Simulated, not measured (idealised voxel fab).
The document below concerns the process module designated voxel fin reveal.
Xsec cut, 255 nm wide, square cell size 5 nm.
Just so we're on the same page, the cross-sections are grids of square cells, and they're listed out in bands top to bottom, each band one or more rows deep. Top height, bottom height, nm. Materials left to right, width each, nm. Single material + "full width" = fills band edge to edge. "air" = empty. Convention: height 0 is the level below which the wafer, as received, is all one material. The lowest band does not terminate at the bottom but continues downward, represented as "0 down". The notation "30..40" denotes a width that varies across the rows of cells in the band, beginning at the first number in the top row, finishing at the second number in the bottom row, and changing by an identical amount from each row to the next. "nothing got changed" for a step: no cell of the cross-section changed in that step. Trapped void list: empty space of 8 cells or more with no open way to the top, each as width x height at its distance from the left edge, in nm. Anything after a step's settings on that line? It's the simulator's own note about the step. overlay nm: for a step with a mask, the amount by which the mask lay right of where it was planned; a negative amount means left of it.
**The steps planned for the process are as follows**
1 RECEIVE: material Si
2 CONFORMAL_DEP: material SiN, thk nm 10
3 PATTERN: tone cover, mask id FINS, material resist, width nm 15, pitch nm 40, thk nm 15, overlay nm 0
4 DIRECTIONAL_ETCH: etch materials SiN, depth nm 10
5 DIRECTIONAL_ETCH: etch materials Si, depth nm 35
6 STRIP: etch materials resist
7 OXIDIZE: depth nm 5
8 FILL_DEP: material SiO2, thk nm 10
9 CMP: height nm 10
10 SELECTIVE_ETCH: etch materials SiO2, depth nm 20
11 STRIP: etch materials SiN
**First out of two wafers; run went to plan**
**Wafer cross-section on receipt, i.e. after step 1**
> 0 down  Si full width
> Trapped void list: none
**Cross-section of the wafer after step 2**
> 10 to 0  SiN full width
> Everything under 0 stays put, no change at all.
**Cross-section of the wafer after step 3**
> 25 to 10  80 nm air, 15 nm resist, 25 nm air, 15 nm resist, 25 nm air, 15 nm resist, 80 nm air
> Everything under 10 stays put, no change at all.
**Cross-section of the wafer after step 4**
> 25 to 10  80 nm air, 15 nm resist, 25 nm air, 15 nm resist, 25 nm air, 15 nm resist, 80 nm air
> 10 to 0  80 nm air, 15 nm SiN, 25 nm air, 15 nm SiN, 25 nm air, 15 nm SiN, 80 nm air
> Everything under 0 stays put, no change at all.
**Cross-section of the wafer after step 5**
> 25 to 10  80 nm air, 15 nm resist, 25 nm air, 15 nm resist, 25 nm air, 15 nm resist, 80 nm air
> 10 to 0  80 nm air, 15 nm SiN, 25 nm air, 15 nm SiN, 25 nm air, 15 nm SiN, 80 nm air
> 0 to -35  80 nm air, 15 nm Si, 25 nm air, 15 nm Si, 25 nm air, 15 nm Si, 80 nm air
> Everything under -35 stays put, no change at all.
**Cross-section of the wafer after step 6**
> 10 to 0  80 nm air, 15 nm SiN, 25 nm air, 15 nm SiN, 25 nm air, 15 nm SiN, 80 nm air
> Everything under 0 stays put, no change at all.
**Cross-section of the wafer after step 7**
> 10 to 0  80 nm air, 15 nm SiN, 25 nm air, 15 nm SiN, 25 nm air, 15 nm SiN, 80 nm air
> 0 to -35  80 nm air, 5 nm SiO2, 5 nm Si, 5 nm SiO2, 25 nm air, 5 nm SiO2, 5 nm Si, 5 nm SiO2, 25 nm air, 5 nm SiO2, 5 nm Si, 5 nm SiO2, 80 nm air
> -35 to -40  85 nm SiO2, 5 nm Si, 35 nm SiO2, 5 nm Si, 35 nm SiO2, 5 nm Si, 85 nm SiO2
> Everything under -40 stays put, no change at all.
**Cross-section of the wafer after step 8**
> 20 to 10  SiO2 full width
> 10 to 0  80 nm SiO2, 15 nm SiN, 25 nm SiO2, 15 nm SiN, 25 nm SiO2, 15 nm SiN, 80 nm SiO2
> 0 to -40  85 nm SiO2, 5 nm Si, 35 nm SiO2, 5 nm Si, 35 nm SiO2, 5 nm Si, 85 nm SiO2
> Everything under -40 stays put, no change at all.
**Cross-section of the wafer after step 9**
> 10 to 0  80 nm SiO2, 15 nm SiN, 25 nm SiO2, 15 nm SiN, 25 nm SiO2, 15 nm SiN, 80 nm SiO2
> Everything under 0 stays put, no change at all.
**Cross-section of the wafer after step 10**
> 10 to 0  80 nm air, 15 nm SiN, 25 nm air, 15 nm SiN, 25 nm air, 15 nm SiN, 80 nm air
> 0 to -10  85 nm air, 5 nm Si, 35 nm air, 5 nm Si, 35 nm air, 5 nm Si, 85 nm air
> Everything under -10 stays put, no change at all.
**Cross-section of the wafer after step 11**
> 0 to -10  85 nm air, 5 nm Si, 35 nm air, 5 nm Si, 35 nm air, 5 nm Si, 85 nm air
> Everything under -10 stays put, no change at all.
**Wafer two of the pair: same origin, same plan, one error during the run; identical to wafer one up to and including step 10**
Second wafer, sectioned view, at step 11's planned end time: nothing got changed
What broke from the plan during processing? no execution of plan step 11; skipped
Final comparison by cell count, materials where the second wafer has more or fewer than the first: 18 more of SiN
